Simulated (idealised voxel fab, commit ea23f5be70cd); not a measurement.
Process module in this document: voxel plated lines
In the cross-section labelled cut, the width is 260 nm and each square cell is 5 nm.
Cross-section layout: square cells on a grid; listed as bands, top to bottom; a band spans one or more cell rows. Read a band's entry like this: the first values are the height of its top and the height of its bottom in nm, and what follows is the sequence of materials from left to right, each with its width in nm. Note that "air" is empty space, and that a single material marked "throughout" reaches across the band from edge to edge. Heights are measured from 0, the level below which the as-received wafer is all one material; the lowest band has no bottom and continues downward, written as in "z 0 and below". The two numbers in a width such as "30->40" mark its ends across the band: the first belongs to the top row of cells, the second to the bottom row, and from each row to the next the width moves by the same amount. Given "nothing got changed" for a step, no cell of the cross-section differs between before and after that step. In the "Closed void list" entry, you get each enclosed empty space of 8 cells or more, one with no open way to the top, written width x height at distance, distance from the left edge, in nm. The remark found on a step's line after its settings is issued by the simulator itself and pertains to that step. overlay nm: step with mask; distance mask lay right of planned place; negative value = left of planned place.
# Listed below are the process steps as planned
- 1: op RECEIVE | material Si
- 2: op CONFORMAL_DEP | material SiO2 | thk nm 15
- 3: op DIRECTIONAL_DEP | material TiN | thk nm 5
- 4: op PATTERN | tone open | mask id LINES | material resist | width nm 20 | pitch nm 35 | thk nm 40 | overlay nm 0
- 5: op EPI | material Ru | thk nm 10
- 6: op EPI | material Ru | thk nm 5
- 7: op EPI | material Ru | thk nm 10
- 8: op STRIP | etch materials resist
- 9: op DIRECTIONAL_ETCH | etch materials TiN | depth nm 5
- 10: op CONFORMAL_DEP | material SiN | thk nm 10
# Cross-section of the wafer as it came to us, i.e., already through step 1
  z 0 and below  Si throughout
  Closed void list: none
# Cross-section taken at module completion on the first of two wafers; processed per the plan
  z 55 to 45  air=55; SiN=145; air=60
  z 45 to 25  air=55; SiN=10; Ru=20; SiN=15; Ru=20; SiN=15; Ru=20; SiN=15; Ru=20; SiN=10; air=60
  z 25 to 20  SiN=65; Ru=20; SiN=15; Ru=20; SiN=15; Ru=20; SiN=15; Ru=20; SiN=70
  z 20 to 15  SiN=65; TiN=20; SiN=15; TiN=20; SiN=15; TiN=20; SiN=15; TiN=20; SiN=70
  z 15 to 0  SiO2 throughout
  z 0 and below  Si throughout
  Closed void list: none
# Wafer two, end of module, cross-section. Same start, same plan as wafer one. One mistake in the run
  z 45 to 20  air=65; Ru=20; air=15; Ru=20; air=15; Ru=20; air=15; Ru=20; air=70
  z 20 to 15  air=65; TiN=20; air=15; TiN=20; air=15; TiN=20; air=15; TiN=20; air=70
  z 15 to 0  SiO2 throughout
  z 0 and below  Si throughout
  Closed void list: none
Diagnosis: plan step 10: skipped, not run
Count the cells at the end and the second wafer has more or fewer of some materials than the first: 182 fewer of SiN
